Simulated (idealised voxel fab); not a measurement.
process module | voxel released beams
cross-section cut | 250 nm wide | cells 5 nm
A cross-section is a grid of square cells, given in bands from the top down. A band is one or more rows of cells.
Each band's line starts with the height of the band's top and of its bottom, in nm. Then come its materials from left to right, each with its width in nm. One material with "throughout" fills the band from edge to edge. "air" is empty space.
Height 0 is the level under which the wafer as received is all one material. The lowest band goes on downwards, as in "0 down".
A width such as "30 to 40" changes by the same amount from each row of cells to the next, from the band's top row to its bottom row.
"no change" after a step means that no cell of the cross-section changed.
closed voids: empty space of 8 cells or more with no open way to the top, each as width x height at its distance from the left edge, in nm
after a step's settings: what the simulator itself notes on the step
overlay nm, on a step with a mask: how far to the right of its planned place the mask lay; to the left if negative
plan
1 op RECEIVE | material Si
2 op CONFORMAL_DEP | material Al2O3 | thk nm 10
3 op DIRECTIONAL_DEP | material SiO2 | thk nm 20
4 op DIRECTIONAL_DEP | material aC | thk nm 15
5 op PATTERN | tone open | mask id ANCHOR | material resist | width nm 30 | thk nm 35 | overlay nm 0
6 op DIRECTIONAL_ETCH | etch materials aC | depth nm 15
7 op STRIP | etch materials resist
8 op DIRECTIONAL_ETCH | etch materials SiO2 | depth nm 20
9 op STRIP | etch materials aC
10 op CONFORMAL_DEP | material W | thk nm 10
11 op DIRECTIONAL_DEP | material aC | thk nm 10
12 op PATTERN | tone cover | mask id BEAM | material resist | width nm 90 | thk nm 25 | overlay nm 0
13 op DIRECTIONAL_ETCH | etch materials aC | depth nm 10
14 op STRIP | etch materials resist
15 op DIRECTIONAL_ETCH | etch materials W | depth nm 10
16 op STRIP | etch materials aC
17 op STRIP | etch materials SiO2
as received, after step 1
  0 down: Si throughout
  closed voids: none
first wafer at the end, as planned
  40 to 30: air 75 | W 15 | air 10 | W 65 | air 85
  30 to 20: air 80 | W 10 | air 10 | W 10 | air 140
  20 to 10: air 80 | W 30 | air 140
  10 to 0: Al2O3 throughout
  0 down: Si throughout
  closed voids: none
second wafer at the end: like start, like plan, one mistake
  40 to 30: air 75 | W 90 | air 85
  30 to 0: Al2O3 throughout
  0 down: Si throughout
  closed voids: none
what went wrong: step 3 ran as: op DIRECTIONAL_DEP | material Al2O3 | thk nm 20
at the end the second wafer has, in cells: 200 more of Al2O3 | 16 fewer of W
